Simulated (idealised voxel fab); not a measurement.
The following process module bears the name voxel capacitor over wiring.
Square cells of 5 nm make up the cross-section cut, whose width is 260 nm.
Think of the cross-section as a grid of square cells. We describe it in bands, top to bottom, and each band covers one or more rows of those cells. Read a band's entry like this: the first values are the height of its top and the height of its bottom in nm, and what follows is the sequence of materials from left to right, each with its width in nm. Note that "empty" is empty space, and that a single material marked "throughout" reaches across the band from edge to edge. Convention: height 0 is the level below which the wafer, as received, is all one material. The lowest band does not terminate at the bottom but continues downward, represented as "0 and below". When a width is written as two numbers, as in "30->40", the first number is the width in the top row of cells of the band and the second is the width in its bottom row, and the width changes by the same amount from each row to the next. For the purposes of this document, the phrase "changes: none" attached to a step denotes that no cell within the cross-section was modified by that step. Empty spaces without an open route to the top, at least 8 cells in extent, make up the entry "Enclosed void inventory"; each is given as width x height at distance, where the distance is measured from the left edge, and all are in nm. Post-settings text on a step line: simulator's own remark regarding the step. overlay nm: where the mask lay relative to plan, measured to the right, on steps with a mask; negatives go left. Reading guide: pairs of cross-sections, before and after one process step; after view cut off at lowest changed band; step and settings listed under each pair. Pairs may stem from different runs of this module on the same starting wafer; continuity with the pair above only where the "Pre-step view" entry states it.
Pre-step view
    85 down to 75 | SiO2 90  empty 15  SiO2 155
    75 down to 70 | SiO2 75  TiN 75  SiO2 110
    70 down to 65 | SiO2 75  Al2O3 80  SiO2 105
    65 down to 60 | SiO2 75  TiN 85  SiO2 100
    60 down to 50 | SiO2 80  Ru 15  SiO2 165
    50 down to 45 | SiCN 80  Ru 15  SiCN 165
    45 down to 20 | SiO2 70  Ru 25  SiO2 70  Ru 25  SiO2 70
    20 down to 15 | SiO2 70  TiN 25  SiO2 70  TiN 25  SiO2 70
    15 down to 0 | SiO2 throughout
    0 and below | Si throughout
    Enclosed void inventory: none
Post-Step Snapshot
    90 down to 85 | TiN 95  empty 5  TiN 160
    85 down to 80 | SiO2 90  TiN 5  empty 5  TiN 5  SiO2 155
    80 down to 70 | SiO2 90->75  TiN 15->75  SiO2 155->110
    Under 70: no change, same as before.
    Enclosed void inventory: none
To go from the before cross-section above to the after cross-section, apply CONFORMAL_DEP [material TiN] [thk nm 5]
Pre-step view: The cross-section prior to this step is the one presented after the step of the pair immediately above.
Post-Step Snapshot
    95 down to 90 | W throughout
    90 down to 85 | TiN 95  W 5  TiN 160
    85 down to 80 | SiO2 90  TiN 5  W 5  TiN 5  SiO2 155
    Under 80: no change, same as before.
    Enclosed void inventory: none
To go from the before cross-section above to the after cross-section, apply FILL_DEP [material W] [thk nm 5]
Pre-step view: The cross-section prior to this step is the one presented after the step of the pair immediately above.
Post-Step Snapshot
    85 down to 80 | SiO2 90  TiN 5  W 5  TiN 5  SiO2 155
    Under 80: no change, same as before.
    Enclosed void inventory: none
To go from the before cross-section above to the after cross-section, apply CMP [height nm 85]
Pre-step view: The cross-section prior to this step is the one presented after the step of the pair immediately above.
Post-Step Snapshot
    90 down to 85 | SiN throughout
    Under 85: no change, same as before.
    Enclosed void inventory: none
To go from the before cross-section above to the after cross-section, apply CONFORMAL_DEP [material SiN] [thk nm 5]
Pre-step view
    0 and below | Si throughout
    Enclosed void inventory: none
Post-Step Snapshot
    15 down to 0 | SiN throughout
    Under 0: no change, same as before.
    Enclosed void inventory: none
To go from the before cross-section above to the after cross-section, apply CONFORMAL_DEP [material SiN] [thk nm 15]
Pre-step view: The cross-section prior to this step is the one presented after the step of the pair immediately above.
Post-Step Snapshot
    20 down to 15 | TiN throughout
    Under 15: no change, same as before.
    Enclosed void inventory: none
To go from the before cross-section above to the after cross-section, apply DIRECTIONAL_DEP [material TiN] [thk nm 5]
Pre-step view: The cross-section prior to this step is the one presented after the step of the pair immediately above.
Post-Step Snapshot
    45 down to 20 | Ru throughout
    Under 20: no change, same as before.
    Enclosed void inventory: none
To go from the before cross-section above to the after cross-section, apply DIRECTIONAL_DEP [material Ru] [thk nm 25]
Pre-step view: The cross-section prior to this step is the one presented after the step of the pair immediately above.
Post-Step Snapshot
    60 down to 45 | empty 70  resist 25  empty 70  resist 25  empty 70
    Under 45: no change, same as before.
    Enclosed void inventory: none
To go from the before cross-section above to the after cross-section, apply PATTERN [tone cover] [mask id METAL_1] [material resist] [width nm 25] [pitch nm 95] [thk nm 15] [overlay nm 0]
Pre-step view: The cross-section prior to this step is the one presented after the step of the pair immediately above.
Post-Step Snapshot
    60 down to 45 | empty 70  resist 25  empty 70  resist 25  empty 70
    45 down to 20 | empty 70  Ru 25  empty 70  Ru 25  empty 70
    Under 20: no change, same as before.
    Enclosed void inventory: none
To go from the before cross-section above to the after cross-section, apply DIRECTIONAL_ETCH [etch materials Ru] [depth nm 25]
Pre-step view: The cross-section prior to this step is the one presented after the step of the pair immediately above.
Post-Step Snapshot
    60 down to 45 | empty 70  resist 25  empty 70  resist 25  empty 70
    45 down to 20 | empty 70  Ru 25  empty 70  Ru 25  empty 70
    20 down to 15 | empty 70  TiN 25  empty 70  TiN 25  empty 70
    Under 15: no change, same as before.
    Enclosed void inventory: none
To go from the before cross-section above to the after cross-section, apply DIRECTIONAL_ETCH [etch materials TiN] [depth nm 5]
Pre-step view: The cross-section prior to this step is the one presented after the step of the pair immediately above.
Post-Step Snapshot
    45 down to 20 | empty 70  Ru 25  empty 70  Ru 25  empty 70
    Under 20: no change, same as before.
    Enclosed void inventory: none
To go from the before cross-section above to the after cross-section, apply STRIP [etch materials resist]
Pre-step view: The cross-section prior to this step is the one presented after the step of the pair immediately above.
Post-Step Snapshot
    50 down to 45 | SiO2 throughout
    45 down to 20 | SiO2 70  Ru 25  SiO2 70  Ru 25  SiO2 70
    20 down to 15 | SiO2 70  TiN 25  SiO2 70  TiN 25  SiO2 70
    Under 15: no change, same as before.
    Enclosed void inventory: none
To go from the before cross-section above to the after cross-section, apply FILL_DEP [material SiO2] [thk nm 5]
Pre-step view: The cross-section prior to this step is the one presented after the step of the pair immediately above.
Post-Step Snapshot
    45 down to 20 | SiO2 70  Ru 25  SiO2 70  Ru 25  SiO2 70
    Under 20: no change, same as before.
    Enclosed void inventory: none
To go from the before cross-section above to the after cross-section, apply CMP [height nm 45]
Pre-step view: The cross-section prior to this step is the one presented after the step of the pair immediately above.
Post-Step Snapshot
    50 down to 45 | SiCN throughout
    Under 45: no change, same as before.
    Enclosed void inventory: none
To go from the before cross-section above to the after cross-section, apply CONFORMAL_DEP [material SiCN] [thk nm 5]
Pre-step view: The cross-section prior to this step is the one presented after the step of the pair immediately above.
Post-Step Snapshot
    60 down to 50 | SiO2 throughout
    Under 50: no change, same as before.
    Enclosed void inventory: none
To go from the before cross-section above to the after cross-section, apply DIRECTIONAL_DEP [material SiO2] [thk nm 10]
Pre-step view: The cross-section prior to this step is the one presented after the step of the pair immediately above.
Post-Step Snapshot
    70 down to 60 | aC throughout
    Under 60: no change, same as before.
    Enclosed void inventory: none
To go from the before cross-section above to the after cross-section, apply DIRECTIONAL_DEP [material aC] [thk nm 10]
Pre-step view: The cross-section prior to this step is the one presented after the step of the pair immediately above.
Post-Step Snapshot
    95 down to 70 | resist 80  empty 15  resist 165
    Under 70: no change, same as before.
    Enclosed void inventory: none
To go from the before cross-section above to the after cross-section, apply PATTERN [tone open] [mask id PLUG_1] [material resist] [width nm 15] [thk nm 25] [overlay nm 0]
Pre-step view: The cross-section prior to this step is the one presented after the step of the pair immediately above.
Post-Step Snapshot
    85 down to 70 | resist 80  empty 15  resist 165
    70 down to 60 | aC 80  empty 15  aC 165
    Under 60: no change, same as before.
    Enclosed void inventory: none
To go from the before cross-section above to the after cross-section, apply DIRECTIONAL_ETCH [etch materials aC] [depth nm 10]
Pre-step view: The cross-section prior to this step is the one presented after the step of the pair immediately above.
Post-Step Snapshot
    70 down to 60 | aC 80  empty 15  aC 165
    Under 60: no change, same as before.
    Enclosed void inventory: none
To go from the before cross-section above to the after cross-section, apply STRIP [etch materials resist]
Pre-step view: The cross-section prior to this step is the one presented after the step of the pair immediately above.
Post-Step Snapshot
    70 down to 60 | aC 80  empty 15  aC 165
    60 down to 50 | SiO2 80  empty 15  SiO2 165
    Under 50: no change, same as before.
    Enclosed void inventory: none
To go from the before cross-section above to the after cross-section, apply DIRECTIONAL_ETCH [etch materials SiO2] [depth nm 10]
Pre-step view: The cross-section prior to this step is the one presented after the step of the pair immediately above.
Post-Step Snapshot
    70 down to 60 | aC 80  empty 15  aC 165
    60 down to 50 | SiO2 80  empty 15  SiO2 165
    50 down to 45 | SiCN 80  empty 15  SiCN 165
    Under 45: no change, same as before.
    Enclosed void inventory: none
To go from the before cross-section above to the after cross-section, apply DIRECTIONAL_ETCH [etch materials SiCN] [depth nm 5]
Pre-step view: The cross-section prior to this step is the one presented after the step of the pair immediately above.
Post-Step Snapshot
    60 down to 50 | SiO2 80  empty 15  SiO2 165
    Under 50: no change, same as before.
    Enclosed void inventory: none
To go from the before cross-section above to the after cross-section, apply STRIP [etch materials aC]
Pre-step view: The cross-section prior to this step is the one presented after the step of the pair immediately above.
Post-Step Snapshot
    60 down to 55 | SiO2 80  empty 15  SiO2 165
    55 down to 50 | SiO2 80  Ru 15  SiO2 165
    50 down to 45 | SiCN 80  Ru 15  SiCN 165
    Under 45: no change, same as before.
    Enclosed void inventory: none
To go from the before cross-section above to the after cross-section, apply EPI [material Ru] [thk nm 10]
Pre-step view: The cross-section prior to this step is the one presented after the step of the pair immediately above.
Post-Step Snapshot
    60 down to 50 | SiO2 80  Ru 15  SiO2 165
    Under 50: no change, same as before.
    Enclosed void inventory: none
To go from the before cross-section above to the after cross-section, apply EPI [material Ru] [thk nm 5]
Pre-step view: The cross-section prior to this step is the one presented after the step of the pair immediately above.
Post-Step Snapshot
    65 down to 60 | TiN throughout
    Under 60: no change, same as before.
    Enclosed void inventory: none
To go from the before cross-section above to the after cross-section, apply DIRECTIONAL_DEP [material TiN] [thk nm 5]
Pre-step view: The cross-section prior to this step is the one presented after the step of the pair immediately above.
Post-Step Snapshot
    70 down to 65 | Al2O3 throughout
    Under 65: no change, same as before.
    Enclosed void inventory: none
To go from the before cross-section above to the after cross-section, apply DIRECTIONAL_DEP [material Al2O3] [thk nm 5]
Pre-step view: The cross-section prior to this step is the one presented after the step of the pair immediately above.
Post-Step Snapshot
    75 down to 70 | TiN throughout
    Under 70: no change, same as before.
    Enclosed void inventory: none
To go from the before cross-section above to the after cross-section, apply DIRECTIONAL_DEP [material TiN] [thk nm 5]
Pre-step view: The cross-section prior to this step is the one presented after the step of the pair immediately above.
Post-Step Snapshot
    75 down to 70 | empty 80  TiN 75  empty 105
    Under 70: no change, same as before.
    Enclosed void inventory: none
To go from the before cross-section above to the after cross-section, apply MASKED_ETCH [tone cover] [mask id UPPER_PLATE] [width nm 75] [etch materials TiN] [depth nm 5] [overlay nm 0]
Pre-step view: The cross-section prior to this step is the one presented after the step of the pair immediately above.
Post-Step Snapshot
    75 down to 70 | empty 80  TiN 75  empty 105
    70 down to 65 | empty 80  Al2O3 75  empty 105
    Under 65: no change, same as before.
    Enclosed void inventory: none
To go from the before cross-section above to the after cross-section, apply MASKED_ETCH [tone cover] [mask id UPPER_PLATE] [width nm 75] [etch materials Al2O3] [depth nm 5] [overlay nm 0]
Pre-step view: The cross-section prior to this step is the one presented after the step of the pair immediately above.
Post-Step Snapshot
    90 down to 80 | empty 80  aC 75  empty 105
    80 down to 75 | aC throughout
    75 down to 70 | aC 80  TiN 75  aC 105
    70 down to 65 | aC 80  Al2O3 75  aC 105
    Under 65: no change, same as before.
    Enclosed void inventory: none
To go from the before cross-section above to the after cross-section, apply DIRECTIONAL_DEP [material aC] [thk nm 15]
Pre-step view: The cross-section prior to this step is the one presented after the step of the pair immediately above.
Post-Step Snapshot
    120 down to 90 | empty 75  resist 85  empty 100
    90 down to 80 | empty 75  resist 5  aC 75  resist 5  empty 100
    Under 80: no change, same as before.
    Enclosed void inventory: none
To go from the before cross-section above to the after cross-section, apply PATTERN [tone cover] [mask id LOWER_PLATE] [material resist] [width nm 85] [thk nm 30] [overlay nm 0]
Pre-step view: The cross-section prior to this step is the one presented after the step of the pair immediately above.
Post-Step Snapshot
    105 down to 90 | empty 75  resist 85  empty 100
    90 down to 80 | empty 75  resist 5  aC 75  resist 5  empty 100
    80 down to 75 | empty 75  aC 85  empty 100
    75 down to 70 | empty 75  aC 5  TiN 75  aC 5  empty 100
    70 down to 65 | empty 75  aC 5  Al2O3 75  aC 5  empty 100
    Under 65: no change, same as before.
    Enclosed void inventory: none
To go from the before cross-section above to the after cross-section, apply DIRECTIONAL_ETCH [etch materials aC] [depth nm 15]
Pre-step view: The cross-section prior to this step is the one presented after the step of the pair immediately above.
Post-Step Snapshot
    90 down to 80 | empty 80  aC 75  empty 105
    Under 80: no change, same as before.
    Enclosed void inventory: none
To go from the before cross-section above to the after cross-section, apply STRIP [etch materials resist]
Pre-step view: The cross-section prior to this step is the one presented after the step of the pair immediately above.
Post-Step Snapshot
    90 down to 80 | empty 80  aC 75  empty 105
    80 down to 75 | empty 75  aC 85  empty 100
    75 down to 70 | empty 75  aC 5  TiN 75  aC 5  empty 100
    70 down to 65 | empty 75  aC 5  Al2O3 75  aC 5  empty 100
    65 down to 60 | empty 75  TiN 85  empty 100
    Under 60: no change, same as before.
    Enclosed void inventory: none
To go from the before cross-section above to the after cross-section, apply DIRECTIONAL_ETCH [etch materials TiN] [depth nm 5]
Pre-step view: The cross-section prior to this step is the one presented after the step of the pair immediately above.
Post-Step Snapshot
    75 down to 70 | empty 80  TiN 75  empty 105
    70 down to 65 | empty 80  Al2O3 75  empty 105
    Under 65: no change, same as before.
    Enclosed void inventory: none
To go from the before cross-section above to the after cross-section, apply STRIP [etch materials aC]
Pre-step view: The cross-section prior to this step is the one presented after the step of the pair immediately above.
Post-Step Snapshot
    90 down to 75 | SiO2 throughout
    75 down to 70 | SiO2 80  TiN 75  SiO2 105
    70 down to 65 | SiO2 80  Al2O3 75  SiO2 105
    65 down to 60 | SiO2 75  TiN 85  SiO2 100
    Under 60: no change, same as before.
    Enclosed void inventory: none
To go from the before cross-section above to the after cross-section, apply FILL_DEP [material SiO2] [thk nm 15]
Pre-step view: The cross-section prior to this step is the one presented after the step of the pair immediately above.
Post-Step Snapshot
    85 down to 75 | SiO2 throughout
    Under 75: no change, same as before.
    Enclosed void inventory: none
To go from the before cross-section above to the after cross-section, apply CMP [height nm 85]
Pre-step view: The cross-section prior to this step is the one presented after the step of the pair immediately above.
Post-Step Snapshot
    85 down to 75 | SiO2 90  empty 15  SiO2 155
    Under 75: no change, same as before.
    Enclosed void inventory: none
To go from the before cross-section above to the after cross-section, apply MASKED_ETCH [tone open] [mask id PLUG_2] [width nm 15] [etch materials SiO2] [depth nm 10] [overlay nm 0]
Pre-step view: The cross-section prior to this step is the one presented after the step of the pair immediately above.
Post-Step Snapshot
    90 down to 85 | TiN 95  empty 5  TiN 160
    85 down to 80 | SiO2 90  TiN 5  empty 5  TiN 5  SiO2 155
    80 down to 70 | SiO2 90->80  TiN 15->75  SiO2 155->105
    Under 70: no change, same as before.
    Enclosed void inventory: none
To go from the before cross-section above to the after cross-section, apply CONFORMAL_DEP [material TiN] [thk nm 5]
Pre-step view: The cross-section prior to this step is the one presented after the step of the pair immediately above.
Post-Step Snapshot
    95 down to 90 | W throughout
    90 down to 85 | TiN 95  W 5  TiN 160
    85 down to 80 | SiO2 90  TiN 5  W 5  TiN 5  SiO2 155
    Under 80: no change, same as before.
    Enclosed void inventory: none
To go from the before cross-section above to the after cross-section, apply FILL_DEP [material W] [thk nm 5]
Pre-step view: The cross-section prior to this step is the one presented after the step of the pair immediately above.
Post-Step Snapshot
    85 down to 80 | SiO2 90  TiN 5  W 5  TiN 5  SiO2 155
    Under 80: no change, same as before.
    Enclosed void inventory: none
To go from the before cross-section above to the after cross-section, apply CMP [height nm 85]
Pre-step view: The cross-section prior to this step is the one presented after the step of the pair immediately above.
Post-Step Snapshot
    90 down to 85 | SiN throughout
    Under 85: no change, same as before.
    Enclosed void inventory: none
To go from the before cross-section above to the after cross-section, apply CONFORMAL_DEP [material SiN] [thk nm 5]
Pre-step view
    75 down to 70 | TiN throughout
    70 down to 65 | Al2O3 throughout
    65 down to 60 | TiN throughout
    60 down to 50 | SiO2 80  Ru 15  SiO2 165
    50 down to 45 | SiCN 80  Ru 15  SiCN 165
    45 down to 20 | SiO2 70  Ru 25  SiO2 70  Ru 25  SiO2 70
    20 down to 15 | SiO2 70  TiN 25  SiO2 70  TiN 25  SiO2 70
    15 down to 0 | SiO2 throughout
    0 and below | Si throughout
    Enclosed void inventory: none
Post-Step Snapshot
    75 down to 70 | TiN 80  empty 75  TiN 105
    Under 70: no change, same as before.
    Enclosed void inventory: none
To go from the before cross-section above to the after cross-section, apply MASKED_ETCH [tone open] [mask id UPPER_PLATE] [width nm 75] [etch materials TiN] [depth nm 5] [overlay nm 0]
Pre-step view: The cross-section prior to this step is the one presented after the step of the pair immediately above.
Post-Step Snapshot
    90 down to 85 | aC 80  empty 75  aC 105
    85 down to 75 | aC throughout
    75 down to 70 | TiN 80  aC 75  TiN 105
    Under 70: no change, same as before.
    Enclosed void inventory: none
To go from the before cross-section above to the after cross-section, apply DIRECTIONAL_DEP [material aC] [thk nm 15]
Pre-step view: The cross-section prior to this step is the one presented after the step of the pair immediately above.
Post-Step Snapshot
    120 down to 90 | empty 75  resist 85  empty 100
    90 down to 85 | aC 80  resist 75  aC 105
    Under 85: no change, same as before.
    Enclosed void inventory: none
To go from the before cross-section above to the after cross-section, apply PATTERN [tone cover] [mask id LOWER_PLATE] [material resist] [width nm 85] [thk nm 30] [overlay nm 0]
Pre-step view: The cross-section prior to this step is the one presented after the step of the pair immediately above.
Post-Step Snapshot
    105 down to 90 | empty 75  resist 85  empty 100
    90 down to 85 | empty 75  aC 5  resist 75  aC 5  empty 100
    85 down to 75 | empty 75  aC 85  empty 100
    Under 75: no change, same as before.
    Enclosed void inventory: none
To go from the before cross-section above to the after cross-section, apply DIRECTIONAL_ETCH [etch materials aC] [depth nm 15]
Pre-step view: The cross-section prior to this step is the one presented after the step of the pair immediately above.
Post-Step Snapshot
    90 down to 85 | empty 75  aC 5  empty 75  aC 5  empty 100
    Under 85: no change, same as before.
    Enclosed void inventory: none
To go from the before cross-section above to the after cross-section, apply STRIP [etch materials resist]
Pre-step view: The cross-section prior to this step is the one presented after the step of the pair immediately above.
Post-Step Snapshot
    90 down to 85 | empty 75  aC 5  empty 75  aC 5  empty 100
    85 down to 75 | empty 75  aC 85  empty 100
    75 down to 70 | empty 75  TiN 5  aC 75  TiN 5  empty 100
    Under 70: no change, same as before.
    Enclosed void inventory: none
To go from the before cross-section above to the after cross-section, apply DIRECTIONAL_ETCH [etch materials TiN] [depth nm 5]
Pre-step view: The cross-section prior to this step is the one presented after the step of the pair immediately above.
Post-Step Snapshot
    75 down to 70 | empty 75  TiN 5  empty 75  TiN 5  empty 100
    Under 70: no change, same as before.
    Enclosed void inventory: none
To go from the before cross-section above to the after cross-section, apply STRIP [etch materials aC]
Pre-step view: The cross-section prior to this step is the one presented after the step of the pair immediately above.
Post-Step Snapshot
    90 down to 75 | SiO2 throughout
    75 down to 70 | SiO2 75  TiN 5  SiO2 75  TiN 5  SiO2 100
    Under 70: no change, same as before.
    Enclosed void inventory: none
To go from the before cross-section above to the after cross-section, apply FILL_DEP [material SiO2] [thk nm 15]
Pre-step view: The cross-section prior to this step is the one presented after the step of the pair immediately above.
Post-Step Snapshot
    85 down to 75 | SiO2 throughout
    Under 75: no change, same as before.
    Enclosed void inventory: none
To go from the before cross-section above to the after cross-section, apply CMP [height nm 85]
Pre-step view: The cross-section prior to this step is the one presented after the step of the pair immediately above.
Post-Step Snapshot
    85 down to 75 | SiO2 90  empty 15  SiO2 155
    Under 75: no change, same as before.
    Enclosed void inventory: none
To go from the before cross-section above to the after cross-section, apply MASKED_ETCH [tone open] [mask id PLUG_2] [width nm 15] [etch materials SiO2] [depth nm 10] [overlay nm 0]
Pre-step view: The cross-section prior to this step is the one presented after the step of the pair immediately above.
Post-Step Snapshot
    90 down to 85 | TiN 95  empty 5  TiN 160
    85 down to 80 | SiO2 90  TiN 5  empty 5  TiN 5  SiO2 155
    80 down to 75 | SiO2 90  TiN 15  SiO2 155
    Under 75: no change, same as before.
    Enclosed void inventory: none
To go from the before cross-section above to the after cross-section, apply CONFORMAL_DEP [material TiN] [thk nm 5]
Pre-step view: The cross-section prior to this step is the one presented after the step of the pair immediately above.
Post-Step Snapshot
    95 down to 90 | W throughout
    90 down to 85 | TiN 95  W 5  TiN 160
    85 down to 80 | SiO2 90  TiN 5  W 5  TiN 5  SiO2 155
    Under 80: no change, same as before.
    Enclosed void inventory: none
To go from the before cross-section above to the after cross-section, apply FILL_DEP [material W] [thk nm 5]
Pre-step view: The cross-section prior to this step is the one presented after the step of the pair immediately above.
Post-Step Snapshot
    85 down to 80 | SiO2 90  TiN 5  W 5  TiN 5  SiO2 155
    Under 80: no change, same as before.
    Enclosed void inventory: none
To go from the before cross-section above to the after cross-section, apply CMP [height nm 85]
Pre-step view: The cross-section prior to this step is the one presented after the step of the pair immediately above.
Post-Step Snapshot
    90 down to 85 | SiN throughout
    Under 85: no change, same as before.
    Enclosed void inventory: none
To go from the before cross-section above to the after cross-section, apply CONFORMAL_DEP [material SiN] [thk nm 5]
